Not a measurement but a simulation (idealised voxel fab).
The process module presented herein is designated voxel ribs on slabs.
Xsec cut, 225 nm wide, square cell size 5 nm.
Just so we're on the same page, the cross-sections are grids of square cells, and they're listed out in bands top to bottom, each band one or more rows deep.
First you get the band's top height and its bottom height, in nm, and then the materials it's made of, left to right, with each width in nm. If you see a single material with "full width", that one covers the band edge to edge. "empty" is empty space.
Height datum 0, below which the as-received substrate wafer is one material. Lowest band open at the bottom, running downward: "z 0 and below".
The two numbers in a width such as "30 to 40" mark its ends across the band: the first belongs to the top row of cells, the second to the bottom row, and from each row to the next the width moves by the same amount.
Given "changes: none" for a step, no cell of the cross-section differs between before and after that step.
Basically, "Completely enclosed voids" tells you about the enclosed voids: empty spaces with no open way to the top, 8 cells or bigger, each written width x height at distance, where distance is from the left edge, all in nm.
That trailing text on a step's line, after the settings, is the simulator's own remark on the step.
A step line may carry the setting "overlay nm", which, for steps involving a mask, states the distance by which the mask lay to the right of its intended position; negative values denote displacement to the left.

**The steps planned for the process are as follows**
1 op RECEIVE | material Si
2 op DIRECTIONAL_DEP | material SiO2 | thk nm 20
3 op DIRECTIONAL_DEP | material SiN | thk nm 25
4 op PATTERN | tone cover | mask id RIB | material resist | width nm 15 | thk nm 15 | overlay nm 0
5 op DIRECTIONAL_ETCH | etch materials SiN | depth nm 15
6 op STRIP | etch materials resist
7 op MASKED_ETCH | tone cover | mask id SLAB | width nm 65 | etch materials SiN | depth nm 10 | overlay nm 0
8 op FILL_DEP | material SiO2 | thk nm 25
9 op CMP | height nm 65
10 op DIRECTIONAL_DEP | material TiN | thk nm 10
11 op MASKED_ETCH | tone cover | mask id HEATER | width nm 25 | etch materials TiN | depth nm 10 | overlay nm 0
12 op CONFORMAL_DEP | material SiN | thk nm 10

**On the first of the two wafers: run conducted according to plan**

**This is the cross-section of the wafer as we received it, i.e. after step 1**
z 0 and below  Si full width
Completely enclosed voids: none

**Presented here is a cross-section of the wafer after step 2 has been performed**
z 20 to 0  SiO2 full width
Below 0, no change.

**Presented here is a cross-section of the wafer after step 3 has been performed**
z 45 to 20  SiN full width
Below 20, no change.

**Presented here is a cross-section of the wafer after step 4 has been performed**
z 60 to 45  105 nm empty | 15 nm resist | 105 nm empty
Below 45, no change.

**Presented here is a cross-section of the wafer after step 5 has been performed**
z 60 to 45  105 nm empty | 15 nm resist | 105 nm empty
z 45 to 30  105 nm empty | 15 nm SiN | 105 nm empty
Below 30, no change.

**Presented here is a cross-section of the wafer after step 6 has been performed**
z 45 to 30  105 nm empty | 15 nm SiN | 105 nm empty
Below 30, no change.

**Presented here is a cross-section of the wafer after step 7 has been performed**
z 45 to 30  105 nm empty | 15 nm SiN | 105 nm empty
z 30 to 20  80 nm empty | 65 nm SiN | 80 nm empty
Below 20, no change.

**Presented here is a cross-section of the wafer after step 8 has been performed**
z 70 to 45  SiO2 full width
z 45 to 30  105 nm SiO2 | 15 nm SiN | 105 nm SiO2
z 30 to 20  80 nm SiO2 | 65 nm SiN | 80 nm SiO2
Below 20, no change.

**Presented here is a cross-section of the wafer after step 9 has been performed**
z 65 to 45  SiO2 full width
Below 45, no change.

**Presented here is a cross-section of the wafer after step 10 has been performed**
z 75 to 65  TiN full width
Below 65, no change.

**Presented here is a cross-section of the wafer after step 11 has been performed**
z 75 to 65  100 nm empty | 25 nm TiN | 100 nm empty
Below 65, no change.

**Presented here is a cross-section of the wafer after step 12 has been performed**
z 85 to 75  90 nm empty | 45 nm SiN | 90 nm empty
z 75 to 65  100 nm SiN | 25 nm TiN | 100 nm SiN
Below 65, no change.

**Okay, second wafer. Nothing different at the start, nothing different in the plan, just one mistake somewhere in the running. As far as step 11, counting that step, it's the first wafer all over again**

Second wafer, sectioned view, at step 12's planned end time: changes: none
Diagnosis: plan step 12 was not performed, having been skipped
End check, counted in cells, second wafer has more or fewer of these materials than the first: 98 fewer of SiN
